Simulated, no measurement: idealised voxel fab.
process module | voxel self aligned vias
cross-section cut | 215 nm wide | cells 5 nm
A cross-section is a grid of square cells, given in bands from the top down. A band is one or more rows of cells.
Each band's line starts with the height of the band's top and of its bottom, in nm. Then come its materials from left to right, each with its width in nm. One material with "throughout" fills the band from edge to edge. "air" is empty space.
Height 0 is the level under which the wafer as received is all one material. The lowest band goes on downwards, as in "0 down".
A width such as "30 to 40" changes by the same amount from each row of cells to the next, from the band's top row to its bottom row.
"no change" after a step means that no cell of the cross-section changed.
closed voids: empty space of 8 cells or more with no open way to the top, each as width x height at its distance from the left edge, in nm
after a step's settings: what the simulator itself notes on the step
overlay nm, on a step with a mask: how far to the right of its planned place the mask lay; to the left if negative
plan
1 op RECEIVE | material Si
2 op CONFORMAL_DEP | material SiO2 | thk nm 10
3 op CONFORMAL_DEP | material SiCN | thk nm 5
4 op DIRECTIONAL_DEP | material SiO2 | thk nm 20
5 op DIRECTIONAL_DEP | material aC | thk nm 15
6 op PATTERN | tone open | mask id LINES | material resist | width nm 20 | pitch nm 60 | thk nm 30 | overlay nm 0
7 op DIRECTIONAL_ETCH | etch materials aC | depth nm 15
8 op STRIP | etch materials resist
9 op DIRECTIONAL_ETCH | etch materials SiO2 | depth nm 20
10 op STRIP | etch materials aC
11 op CONFORMAL_DEP | material TiN | thk nm 5
12 op FILL_DEP | material W | thk nm 10
13 op CMP | height nm 35
14 op SELECTIVE_ETCH | etch materials W Ru TiN | depth nm 10
15 op FILL_DEP | material SiN | thk nm 10
16 op CMP | height nm 35
17 op DIRECTIONAL_DEP | material SiO2 | thk nm 15
18 op DIRECTIONAL_DEP | material aC | thk nm 10
19 op PATTERN | tone open | mask id VIAS | material resist | width nm 30 | thk nm 30 | overlay nm 0
20 op DIRECTIONAL_ETCH | etch materials aC | depth nm 10
21 op STRIP | etch materials resist
22 op DIRECTIONAL_ETCH | etch materials SiO2 | depth nm 15
23 op DIRECTIONAL_ETCH | etch materials SiN | depth nm 10
24 op STRIP | etch materials aC
25 op CONFORMAL_DEP | material TiN | thk nm 5
26 op FILL_DEP | material W | thk nm 5
27 op CMP | height nm 50
28 op CONFORMAL_DEP | material SiN | thk nm 5
as received, after step 1
  0 down: Si throughout
  closed voids: none
a wafer at the end: this start, this plan, one mistake
  55 to 50: SiN throughout
  50 to 40: SiO2 60 | TiN 5 | W 20 | TiN 5 | SiO2 125
  40 to 35: SiO2 60 | TiN 30 | SiO2 125
  35 to 25: SiN 60 | TiN 5 | SiO2 20 | TiN 5 | SiN 35 | SiO2 20 | SiN 70
  25 to 20: W 60 | TiN 5 | SiO2 20 | TiN 5 | W 30 | TiN 5 | SiO2 20 | TiN 5 | W 65
  20 to 15: TiN 65 | SiO2 20 | TiN 40 | SiO2 20 | TiN 70
  15 to 10: SiCN throughout
  10 to 0: SiO2 throughout
  0 down: Si throughout
  closed voids: none
what went wrong: step 6 ran as: op PATTERN | tone cover | mask id LINES | material resist | width nm 20 | pitch nm 60 | thk nm 30 | overlay nm 0
